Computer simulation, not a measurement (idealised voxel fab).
Process module name: voxel transistor to metal
It is cross-section cut that appears here, measuring 185 nm in width, its square cells being 5 nm in size.
Bands, listed from the top down, are how a cross-section gets written in this document; the cross-section itself is a grid of square cells, and a band is one or more rows of them.
In this notation a band is specified by the heights of its top and bottom, in that order and in nm, after which its materials appear from left to right, each paired with its width in nm. The word "throughout" attached to a single material means that material fills the band from edge to edge; the word "blank" stands for empty space.
Heights are reckoned from 0. Under this level, the received wafer is all of one material. The bottommost band is open-ended downward, for example "top 0, no bottom".
Graded width ("30..40"): value in top row of band = first number; value in bottom row = second number; row-to-row change constant.
The cross-section has no changed cell in any step marked "no modification".
Reported under the label "Sealed void inventory" are the empty spaces having no open way to the top and comprising 8 cells or more; the notation for each is width x height at distance, in which the distance is measured from the left edge and all three values are in nm.
Whatever follows a step's settings on its line is a remark the simulator itself makes about that step.
Steps that use a mask can have "overlay nm" on their line. It says how far the mask sat to the right of where it was meant to be. Negative means to the left.

# Here's what the planned process steps look like
| 1 | RECEIVE, material Si |
| 2 | OXIDIZE, depth nm 5 |
| 3 | CONFORMAL_DEP, material SiN, thk nm 10 |
| 4 | DIRECTIONAL_DEP, material aC, thk nm 15 |
| 5 | PATTERN, tone cover, mask id ACTIVE, material resist, width nm 110, thk nm 30, overlay nm 0 |
| 6 | DIRECTIONAL_ETCH, etch materials aC, depth nm 15 |
| 7 | STRIP, etch materials resist |
| 8 | DIRECTIONAL_ETCH, etch materials SiN, depth nm 10 |
| 9 | DIRECTIONAL_ETCH, etch materials SiO2, depth nm 5 |
| 10 | DIRECTIONAL_ETCH, etch materials Si, depth nm 30 |
| 11 | STRIP, etch materials aC |
| 12 | FILL_DEP, material SiO2, thk nm 15 |
| 13 | CMP, height nm 10 |
| 14 | SELECTIVE_ETCH, etch materials SiO2, depth nm 10 |
| 15 | STRIP, etch materials SiN |
| 16 | SELECTIVE_ETCH, etch materials SiO2, depth nm 5 |
| 17 | OXIDIZE, depth nm 5 |
| 18 | DIRECTIONAL_DEP, material polySi, thk nm 20 |
| 19 | DIRECTIONAL_DEP, material SiCN, thk nm 10 |
| 20 | MASKED_ETCH, tone cover, mask id GATE, width nm 30, etch materials SiCN, depth nm 20, overlay nm 0 |
| 21 | MASKED_ETCH, tone cover, mask id GATE, width nm 30, etch materials polySi, depth nm 30, overlay nm 0 |
| 22 | CONFORMAL_DEP, material SiO2, thk nm 5 |
| 23 | DIRECTIONAL_ETCH, etch materials SiO2, depth nm 5 |
| 24 | CONFORMAL_DEP, material SiN, thk nm 5 |
| 25 | DIRECTIONAL_ETCH, etch materials SiN, depth nm 5 |
| 26 | DIRECTIONAL_ETCH, etch materials SiO2, depth nm 5 |
| 27 | DIRECTIONAL_ETCH, etch materials Si, depth nm 10 |
| 28 | EPI, material nSi, thk nm 15 |
| 29 | FILL_DEP, material SiO2, thk nm 5 |
| 30 | CMP, height nm 15 |
| 31 | STRIP, etch materials polySi |
| 32 | SELECTIVE_ETCH, etch materials SiO2, depth nm 5 |
| 33 | CONFORMAL_DEP, material HfO2, thk nm 5 |
| 34 | CONFORMAL_DEP, material TiN, thk nm 5 |
| 35 | FILL_DEP, material W, thk nm 10 |
| 36 | CMP, height nm 10 |
| 37 | DIRECTIONAL_DEP, material SiO2, thk nm 10 |
| 38 | DIRECTIONAL_DEP, material aC, thk nm 10 |
| 39 | PATTERN, tone open, mask id CONTACT, material resist, width nm 15, pitch nm 75, thk nm 30, overlay nm 0 |
| 40 | DIRECTIONAL_ETCH, etch materials aC, depth nm 10 |
| 41 | STRIP, etch materials resist |
| 42 | DIRECTIONAL_ETCH, etch materials SiO2, depth nm 25 |
| 43 | STRIP, etch materials aC |
| 44 | CONFORMAL_DEP, material TiN, thk nm 5 |
| 45 | FILL_DEP, material Ru, thk nm 10 |
| 46 | CMP, height nm 20 |
| 47 | CONFORMAL_DEP, material SiN, thk nm 5 |
| 48 | DIRECTIONAL_DEP, material lowk, thk nm 25 |
| 49 | MASKED_ETCH, tone open, mask id METAL_1, width nm 15, pitch nm 75, etch materials lowk, depth nm 25, overlay nm 0 |
| 50 | MASKED_ETCH, tone open, mask id METAL_1, width nm 15, pitch nm 75, etch materials SiN, depth nm 5, overlay nm 0 |
| 51 | CONFORMAL_DEP, material TiN, thk nm 5 |
| 52 | FILL_DEP, material Ru, thk nm 10 |
| 53 | CMP, height nm 50 |
| 54 | EPI, material Ru, thk nm 5 |
| 55 | FILL_DEP, material SiCN, thk nm 5 |
| 56 | DIRECTIONAL_DEP, material lowk, thk nm 30 |
| 57 | PATTERN, tone open, mask id METAL_2, material resist, width nm 15, pitch nm 75, thk nm 15, overlay nm 0 |
| 58 | DIRECTIONAL_ETCH, etch materials lowk, depth nm 20 |
| 59 | STRIP, etch materials resist |
| 60 | MASKED_ETCH, tone open, mask id METAL_2_HOLES, width nm 15, pitch nm 75, etch materials lowk, depth nm 10, overlay nm 0 |
| 61 | MASKED_ETCH, tone open, mask id METAL_2_HOLES, width nm 15, pitch nm 75, etch materials SiCN, depth nm 5, overlay nm 0 |
| 62 | CONFORMAL_DEP, material TiN, thk nm 5 |
| 63 | FILL_DEP, material Cu, thk nm 10 |
| 64 | CMP, height nm 90 |
| 65 | CONFORMAL_DEP, material SiN, thk nm 5 |

# First wafer out of two, processed as planned

# This is the cross-section of the wafer as we received it, i.e. after step 1
  top 0, no bottom: Si throughout
  Sealed void inventory: none

# You're looking at a cross-section of the wafer after step 2
  top 0, bottom -5: SiO2 throughout
  No changes below -5.

# You're looking at a cross-section of the wafer after step 3
  top 10, bottom 0: SiN throughout
  No changes below 0.

# You're looking at a cross-section of the wafer after step 4
  top 25, bottom 10: aC throughout
  No changes below 10.

# You're looking at a cross-section of the wafer after step 5
  top 55, bottom 25: blank (35) | resist (110) | blank (40)
  No changes below 25.

# You're looking at a cross-section of the wafer after step 6
  top 40, bottom 25: blank (35) | resist (110) | blank (40)
  top 25, bottom 10: blank (35) | aC (110) | blank (40)
  No changes below 10.

# You're looking at a cross-section of the wafer after step 7
  top 25, bottom 10: blank (35) | aC (110) | blank (40)
  No changes below 10.

# You're looking at a cross-section of the wafer after step 8
  top 25, bottom 10: blank (35) | aC (110) | blank (40)
  top 10, bottom 0: blank (35) | SiN (110) | blank (40)
  No changes below 0.

# You're looking at a cross-section of the wafer after step 9
  top 25, bottom 10: blank (35) | aC (110) | blank (40)
  top 10, bottom 0: blank (35) | SiN (110) | blank (40)
  top 0, bottom -5: blank (35) | SiO2 (110) | blank (40)
  No changes below -5.

# You're looking at a cross-section of the wafer after step 10
  top 25, bottom 10: blank (35) | aC (110) | blank (40)
  top 10, bottom 0: blank (35) | SiN (110) | blank (40)
  top 0, bottom -5: blank (35) | SiO2 (110) | blank (40)
  top -5, bottom -35: blank (35) | Si (110) | blank (40)
  No changes below -35.

# You're looking at a cross-section of the wafer after step 11
  top 10, bottom 0: blank (35) | SiN (110) | blank (40)
  No changes below 0.

# You're looking at a cross-section of the wafer after step 12
  top 25, bottom 10: SiO2 throughout
  top 10, bottom 0: SiO2 (35) | SiN (110) | SiO2 (40)
  top 0, bottom -5: SiO2 throughout
  top -5, bottom -35: SiO2 (35) | Si (110) | SiO2 (40)
  No changes below -35.

# You're looking at a cross-section of the wafer after step 13
  top 10, bottom 0: SiO2 (35) | SiN (110) | SiO2 (40)
  No changes below 0.

# You're looking at a cross-section of the wafer after step 14
  top 10, bottom 0: blank (35) | SiN (110) | blank (40)
  No changes below 0.

# You're looking at a cross-section of the wafer after step 15
  top 0, bottom -5: SiO2 throughout
  No changes below -5.

# You're looking at a cross-section of the wafer after step 16
  top -5, bottom -35: SiO2 (35) | Si (110) | SiO2 (40)
  No changes below -35.

# You're looking at a cross-section of the wafer after step 17
  top -5, bottom -10: SiO2 throughout
  No changes below -10.

# You're looking at a cross-section of the wafer after step 18
  top 15, bottom -5: polySi throughout
  No changes below -5.

# You're looking at a cross-section of the wafer after step 19
  top 25, bottom 15: SiCN throughout
  No changes below 15.

# You're looking at a cross-section of the wafer after step 20
  top 25, bottom 15: blank (75) | SiCN (30) | blank (80)
  No changes below 15.

# You're looking at a cross-section of the wafer after step 21
  top 25, bottom 15: blank (75) | SiCN (30) | blank (80)
  top 15, bottom -5: blank (75) | polySi (30) | blank (80)
  No changes below -5.

# You're looking at a cross-section of the wafer after step 22
  top 30, bottom 25: blank (70) | SiO2 (40) | blank (75)
  top 25, bottom 15: blank (70) | SiO2 (5) | SiCN (30) | SiO2 (5) | blank (75)
  top 15, bottom 0: blank (70) | SiO2 (5) | polySi (30) | SiO2 (5) | blank (75)
  top 0, bottom -5: SiO2 (75) | polySi (30) | SiO2 (80)
  No changes below -5.

# You're looking at a cross-section of the wafer after step 23
  top 25, bottom 15: blank (70) | SiO2 (5) | SiCN (30) | SiO2 (5) | blank (75)
  top 15, bottom -5: blank (70) | SiO2 (5) | polySi (30) | SiO2 (5) | blank (75)
  No changes below -5.

# You're looking at a cross-section of the wafer after step 24
  top 30, bottom 25: blank (65) | SiN (50) | blank (70)
  top 25, bottom 15: blank (65) | SiN (5) | SiO2 (5) | SiCN (30) | SiO2 (5) | SiN (5) | blank (70)
  top 15, bottom 0: blank (65) | SiN (5) | SiO2 (5) | polySi (30) | SiO2 (5) | SiN (5) | blank (70)
  top 0, bottom -5: SiN (70) | SiO2 (5) | polySi (30) | SiO2 (5) | SiN (75)
  No changes below -5.

# You're looking at a cross-section of the wafer after step 25
  top 25, bottom 15: blank (65) | SiN (5) | SiO2 (5) | SiCN (30) | SiO2 (5) | SiN (5) | blank (70)
  top 15, bottom -5: blank (65) | SiN (5) | SiO2 (5) | polySi (30) | SiO2 (5) | SiN (5) | blank (70)
  No changes below -5.

# You're looking at a cross-section of the wafer after step 26
  top 25, bottom 20: blank (65) | SiN (5) | blank (5) | SiCN (30) | blank (5) | SiN (5) | blank (70)
  top 20, bottom 15: blank (65) | SiN (5) | SiO2 (5) | SiCN (30) | SiO2 (5) | SiN (5) | blank (70)
  top 15, bottom -5: blank (65) | SiN (5) | SiO2 (5) | polySi (30) | SiO2 (5) | SiN (5) | blank (70)
  top -5, bottom -10: blank (65) | SiO2 (50) | blank (70)
  No changes below -10.

# You're looking at a cross-section of the wafer after step 27
  top 25, bottom 20: blank (65) | SiN (5) | blank (5) | SiCN (30) | blank (5) | SiN (5) | blank (70)
  top 20, bottom 15: blank (65) | SiN (5) | SiO2 (5) | SiCN (30) | SiO2 (5) | SiN (5) | blank (70)
  top 15, bottom -5: blank (65) | SiN (5) | SiO2 (5) | polySi (30) | SiO2 (5) | SiN (5) | blank (70)
  top -5, bottom -10: blank (65) | SiO2 (50) | blank (70)
  top -10, bottom -20: SiO2 (35) | blank (30) | Si (50) | blank (30) | SiO2 (40)
  No changes below -20.

# You're looking at a cross-section of the wafer after step 28
  top 25, bottom 20: blank (65) | SiN (5) | blank (5) | SiCN (30) | blank (5) | SiN (5) | blank (70)
  top 20, bottom 15: blank (65) | SiN (5) | SiO2 (5) | SiCN (30) | SiO2 (5) | SiN (5) | blank (70)
  top 15, bottom 5: blank (65) | SiN (5) | SiO2 (5) | polySi (30) | SiO2 (5) | SiN (5) | blank (70)
  top 5, bottom -5: blank (50) | nSi (15) | SiN (5) | SiO2 (5) | polySi (30) | SiO2 (5) | SiN (5) | nSi (15) | blank (55)
  top -5, bottom -10: blank (30) | nSi (35) | SiO2 (50) | nSi (35) | blank (35)
  top -10, bottom -20: SiO2 (35) | nSi (30) | Si (50) | nSi (30) | SiO2 (40)
  No changes below -20.

# You're looking at a cross-section of the wafer after step 29
  top 30, bottom 25: SiO2 throughout
  top 25, bottom 15: SiO2 (65) | SiN (5) | SiO2 (5) | SiCN (30) | SiO2 (5) | SiN (5) | SiO2 (70)
  top 15, bottom 5: SiO2 (65) | SiN (5) | SiO2 (5) | polySi (30) | SiO2 (5) | SiN (5) | SiO2 (70)
  top 5, bottom -5: SiO2 (50) | nSi (15) | SiN (5) | SiO2 (5) | polySi (30) | SiO2 (5) | SiN (5) | nSi (15) | SiO2 (55)
  top -5, bottom -10: SiO2 (30) | nSi (35) | SiO2 (50) | nSi (35) | SiO2 (35)
  No changes below -10.

# You're looking at a cross-section of the wafer after step 30
  top 15, bottom 5: SiO2 (65) | SiN (5) | SiO2 (5) | polySi (30) | SiO2 (5) | SiN (5) | SiO2 (70)
  No changes below 5.

# You're looking at a cross-section of the wafer after step 31
  top 15, bottom 5: SiO2 (65) | SiN (5) | SiO2 (5) | blank (30) | SiO2 (5) | SiN (5) | SiO2 (70)
  top 5, bottom -5: SiO2 (50) | nSi (15) | SiN (5) | SiO2 (5) | blank (30) | SiO2 (5) | SiN (5) | nSi (15) | SiO2 (55)
  No changes below -5.

# You're looking at a cross-section of the wafer after step 32
  top 15, bottom 10: blank (65) | SiN (5) | blank (40) | SiN (5) | blank (70)
  top 10, bottom 5: SiO2 (65) | SiN (5) | blank (40) | SiN (5) | SiO2 (70)
  top 5, bottom -5: SiO2 (50) | nSi (15) | SiN (5) | blank (40) | SiN (5) | nSi (15) | SiO2 (55)
  top -5, bottom -10: SiO2 (30) | nSi (35) | SiO2 (5) | blank (40) | SiO2 (5) | nSi (35) | SiO2 (35)
  No changes below -10.

# You're looking at a cross-section of the wafer after step 33
  top 20, bottom 15: blank (60) | HfO2 (15) | blank (30) | HfO2 (15) | blank (65)
  top 15, bottom 10: HfO2 (65) | SiN (5) | HfO2 (5) | blank (30) | HfO2 (5) | SiN (5) | HfO2 (70)
  top 10, bottom 5: SiO2 (65) | SiN (5) | HfO2 (5) | blank (30) | HfO2 (5) | SiN (5) | SiO2 (70)
  top 5, bottom -5: SiO2 (50) | nSi (15) | SiN (5) | HfO2 (5) | blank (30) | HfO2 (5) | SiN (5) | nSi (15) | SiO2 (55)
  top -5, bottom -10: SiO2 (30) | nSi (35) | SiO2 (5) | HfO2 (40) | SiO2 (5) | nSi (35) | SiO2 (35)
  No changes below -10.

# You're looking at a cross-section of the wafer after step 34
  top 25, bottom 20: blank (55) | TiN (25) | blank (20) | TiN (25) | blank (60)
  top 20, bottom 15: TiN (60) | HfO2 (15) | TiN (5) | blank (20) | TiN (5) | HfO2 (15) | TiN (65)
  top 15, bottom 10: HfO2 (65) | SiN (5) | HfO2 (5) | TiN (5) | blank (20) | TiN (5) | HfO2 (5) | SiN (5) | HfO2 (70)
  top 10, bottom 5: SiO2 (65) | SiN (5) | HfO2 (5) | TiN (5) | blank (20) | TiN (5) | HfO2 (5) | SiN (5) | SiO2 (70)
  top 5, bottom 0: SiO2 (50) | nSi (15) | SiN (5) | HfO2 (5) | TiN (5) | blank (20) | TiN (5) | HfO2 (5) | SiN (5) | nSi (15) | SiO2 (55)
  top 0, bottom -5: SiO2 (50) | nSi (15) | SiN (5) | HfO2 (5) | TiN (30) | HfO2 (5) | SiN (5) | nSi (15) | SiO2 (55)
  No changes below -5.

# You're looking at a cross-section of the wafer after step 35
  top 35, bottom 25: W throughout
  top 25, bottom 20: W (55) | TiN (25) | W (20) | TiN (25) | W (60)
  top 20, bottom 15: TiN (60) | HfO2 (15) | TiN (5) | W (20) | TiN (5) | HfO2 (15) | TiN (65)
  top 15, bottom 10: HfO2 (65) | SiN (5) | HfO2 (5) | TiN (5) | W (20) | TiN (5) | HfO2 (5) | SiN (5) | HfO2 (70)
  top 10, bottom 5: SiO2 (65) | SiN (5) | HfO2 (5) | TiN (5) | W (20) | TiN (5) | HfO2 (5) | SiN (5) | SiO2 (70)
  top 5, bottom 0: SiO2 (50) | nSi (15) | SiN (5) | HfO2 (5) | TiN (5) | W (20) | TiN (5) | HfO2 (5) | SiN (5) | nSi (15) | SiO2 (55)
  No changes below 0.

# You're looking at a cross-section of the wafer after step 36
  top 10, bottom 5: SiO2 (65) | SiN (5) | HfO2 (5) | TiN (5) | W (20) | TiN (5) | HfO2 (5) | SiN (5) | SiO2 (70)
  No changes below 5.

# You're looking at a cross-section of the wafer after step 37
  top 20, bottom 10: SiO2 throughout
  No changes below 10.

# You're looking at a cross-section of the wafer after step 38
  top 30, bottom 20: aC throughout
  No changes below 20.

# You're looking at a cross-section of the wafer after step 39
  top 60, bottom 30: resist (45) | blank (15) | resist (60) | blank (15) | resist (50)
  No changes below 30.

# You're looking at a cross-section of the wafer after step 40
  top 50, bottom 30: resist (45) | blank (15) | resist (60) | blank (15) | resist (50)
  top 30, bottom 20: aC (45) | blank (15) | aC (60) | blank (15) | aC (50)
  No changes below 20.

# You're looking at a cross-section of the wafer after step 41
  top 30, bottom 20: aC (45) | blank (15) | aC (60) | blank (15) | aC (50)
  No changes below 20.

# You're looking at a cross-section of the wafer after step 42
  top 30, bottom 20: aC (45) | blank (15) | aC (60) | blank (15) | aC (50)
  top 20, bottom 10: SiO2 (45) | blank (15) | SiO2 (60) | blank (15) | SiO2 (50)
  top 10, bottom 5: SiO2 (45) | blank (15) | SiO2 (5) | SiN (5) | HfO2 (5) | TiN (5) | W (20) | TiN (5) | HfO2 (5) | SiN (5) | SiO2 (5) | blank (15) | SiO2 (50)
  top 5, bottom 0: SiO2 (45) | blank (5) | nSi (15) | SiN (5) | HfO2 (5) | TiN (5) | W (20) | TiN (5) | HfO2 (5) | SiN (5) | nSi (15) | blank (5) | SiO2 (50)
  top 0, bottom -5: SiO2 (45) | blank (5) | nSi (15) | SiN (5) | HfO2 (5) | TiN (30) | HfO2 (5) | SiN (5) | nSi (15) | blank (5) | SiO2 (50)
  No changes below -5.

# You're looking at a cross-section of the wafer after step 43
  top 20, bottom 10: SiO2 (45) | blank (15) | SiO2 (60) | blank (15) | SiO2 (50)
  No changes below 10.

# You're looking at a cross-section of the wafer after step 44
  top 25, bottom 20: TiN (50) | blank (5) | TiN (70) | blank (5) | TiN (55)
  top 20, bottom 10: SiO2 (45) | TiN (5) | blank (5) | TiN (5) | SiO2 (60) | TiN (5) | blank (5) | TiN (5) | SiO2 (50)
  top 10, bottom 5: SiO2 (45) | TiN (15) | SiO2 (5) | SiN (5) | HfO2 (5) | TiN (5) | W (20) | TiN (5) | HfO2 (5) | SiN (5) | SiO2 (5) | TiN (15) | SiO2 (50)
  top 5, bottom 0: SiO2 (45) | TiN (5) | nSi (15) | SiN (5) | HfO2 (5) | TiN (5) | W (20) | TiN (5) | HfO2 (5) | SiN (5) | nSi (15) | TiN (5) | SiO2 (50)
  top 0, bottom -5: SiO2 (45) | TiN (5) | nSi (15) | SiN (5) | HfO2 (5) | TiN (30) | HfO2 (5) | SiN (5) | nSi (15) | TiN (5) | SiO2 (50)
  No changes below -5.

# You're looking at a cross-section of the wafer after step 45
  top 35, bottom 25: Ru throughout
  top 25, bottom 20: TiN (50) | Ru (5) | TiN (70) | Ru (5) | TiN (55)
  top 20, bottom 10: SiO2 (45) | TiN (5) | Ru (5) | TiN (5) | SiO2 (60) | TiN (5) | Ru (5) | TiN (5) | SiO2 (50)
  No changes below 10.

# You're looking at a cross-section of the wafer after step 46
  top 20, bottom 10: SiO2 (45) | TiN (5) | Ru (5) | TiN (5) | SiO2 (60) | TiN (5) | Ru (5) | TiN (5) | SiO2 (50)
  No changes below 10.

# You're looking at a cross-section of the wafer after step 47
  top 25, bottom 20: SiN throughout
  No changes below 20.

# You're looking at a cross-section of the wafer after step 48
  top 50, bottom 25: lowk throughout
  No changes below 25.

# You're looking at a cross-section of the wafer after step 49
  top 50, bottom 25: lowk (45) | blank (15) | lowk (60) | blank (15) | lowk (50)
  No changes below 25.

# You're looking at a cross-section of the wafer after step 50
  top 50, bottom 25: lowk (45) | blank (15) | lowk (60) | blank (15) | lowk (50)
  top 25, bottom 20: SiN (45) | blank (15) | SiN (60) | blank (15) | SiN (50)
  No changes below 20.

# You're looking at a cross-section of the wafer after step 51
  top 55, bottom 50: TiN (50) | blank (5) | TiN (70) | blank (5) | TiN (55)
  top 50, bottom 25: lowk (45) | TiN (5) | blank (5) | TiN (5) | lowk (60) | TiN (5) | blank (5) | TiN (5) | lowk (50)
  top 25, bottom 20: SiN (45) | TiN (15) | SiN (60) | TiN (15) | SiN (50)
  No changes below 20.

# You're looking at a cross-section of the wafer after step 52
  top 65, bottom 55: Ru throughout
  top 55, bottom 50: TiN (50) | Ru (5) | TiN (70) | Ru (5) | TiN (55)
  top 50, bottom 25: lowk (45) | TiN (5) | Ru (5) | TiN (5) | lowk (60) | TiN (5) | Ru (5) | TiN (5) | lowk (50)
  No changes below 25.

# You're looking at a cross-section of the wafer after step 53
  top 50, bottom 25: lowk (45) | TiN (5) | Ru (5) | TiN (5) | lowk (60) | TiN (5) | Ru (5) | TiN (5) | lowk (50)
  No changes below 25.

# You're looking at a cross-section of the wafer after step 54
  top 55, bottom 50: blank (40) | Ru (25) | blank (50) | Ru (25) | blank (45)
  No changes below 50.

# You're looking at a cross-section of the wafer after step 55
  top 60, bottom 55: SiCN throughout
  top 55, bottom 50: SiCN (40) | Ru (25) | SiCN (50) | Ru (25) | SiCN (45)
  No changes below 50.

# You're looking at a cross-section of the wafer after step 56
  top 90, bottom 60: lowk throughout
  No changes below 60.

# You're looking at a cross-section of the wafer after step 57
  top 105, bottom 90: resist (45) | blank (15) | resist (60) | blank (15) | resist (50)
  No changes below 90.

# You're looking at a cross-section of the wafer after step 58
  top 105, bottom 90: resist (45) | blank (15) | resist (60) | blank (15) | resist (50)
  top 90, bottom 70: lowk (45) | blank (15) | lowk (60) | blank (15) | lowk (50)
  No changes below 70.

# You're looking at a cross-section of the wafer after step 59
  top 90, bottom 70: lowk (45) | blank (15) | lowk (60) | blank (15) | lowk (50)
  No changes below 70.

# You're looking at a cross-section of the wafer after step 60
  top 90, bottom 60: lowk (45) | blank (15) | lowk (60) | blank (15) | lowk (50)
  No changes below 60.

# You're looking at a cross-section of the wafer after step 61
  top 90, bottom 60: lowk (45) | blank (15) | lowk (60) | blank (15) | lowk (50)
  top 60, bottom 55: SiCN (45) | blank (15) | SiCN (60) | blank (15) | SiCN (50)
  No changes below 55.

# You're looking at a cross-section of the wafer after step 62
  top 95, bottom 90: TiN (50) | blank (5) | TiN (70) | blank (5) | TiN (55)
  top 90, bottom 60: lowk (45) | TiN (5) | blank (5) | TiN (5) | lowk (60) | TiN (5) | blank (5) | TiN (5) | lowk (50)
  top 60, bottom 55: SiCN (45) | TiN (15) | SiCN (60) | TiN (15) | SiCN (50)
  No changes below 55.

# You're looking at a cross-section of the wafer after step 63
  top 105, bottom 95: Cu throughout
  top 95, bottom 90: TiN (50) | Cu (5) | TiN (70) | Cu (5) | TiN (55)
  top 90, bottom 60: lowk (45) | TiN (5) | Cu (5) | TiN (5) | lowk (60) | TiN (5) | Cu (5) | TiN (5) | lowk (50)
  No changes below 60.

# You're looking at a cross-section of the wafer after step 64
  top 90, bottom 60: lowk (45) | TiN (5) | Cu (5) | TiN (5) | lowk (60) | TiN (5) | Cu (5) | TiN (5) | lowk (50)
  No changes below 60.

# You're looking at a cross-section of the wafer after step 65
  top 95, bottom 90: SiN throughout
  No changes below 90.

# Companion wafer, the second of two: same beginning, same intended sequence, one mistake in carrying it out; through step 61 inclusive it tracks the first exactly

# Look at the second wafer in cross-section at the time step 62 ought to have finished
  top 95, bottom 90: SiN (50) | blank (5) | SiN (70) | blank (5) | SiN (55)
  top 90, bottom 60: lowk (45) | SiN (5) | blank (5) | SiN (5) | lowk (60) | SiN (5) | blank (5) | SiN (5) | lowk (50)
  top 60, bottom 55: SiCN (45) | SiN (15) | SiCN (60) | SiN (15) | SiCN (50)
  No changes below 55.

# Look at the second wafer in cross-section at the time step 63 ought to have finished
  top 105, bottom 95: Cu throughout
  top 95, bottom 90: SiN (50) | Cu (5) | SiN (70) | Cu (5) | SiN (55)
  top 90, bottom 60: lowk (45) | SiN (5) | Cu (5) | SiN (5) | lowk (60) | SiN (5) | Cu (5) | SiN (5) | lowk (50)
  No changes below 60.

# Look at the second wafer in cross-section at the time step 64 ought to have finished
  top 90, bottom 60: lowk (45) | SiN (5) | Cu (5) | SiN (5) | lowk (60) | SiN (5) | Cu (5) | SiN (5) | lowk (50)
  No changes below 60.

# Look at the second wafer in cross-section at the time step 65 ought to have finished
  top 95, bottom 90: SiN throughout
  No changes below 90.
The plan and the run diverged here: rather than as planned, step 62 actually ran as CONFORMAL_DEP, material SiN, thk nm 5
Final difference in cells, second wafer against first, listed per material as more or fewer: SiN +30; TiN -30
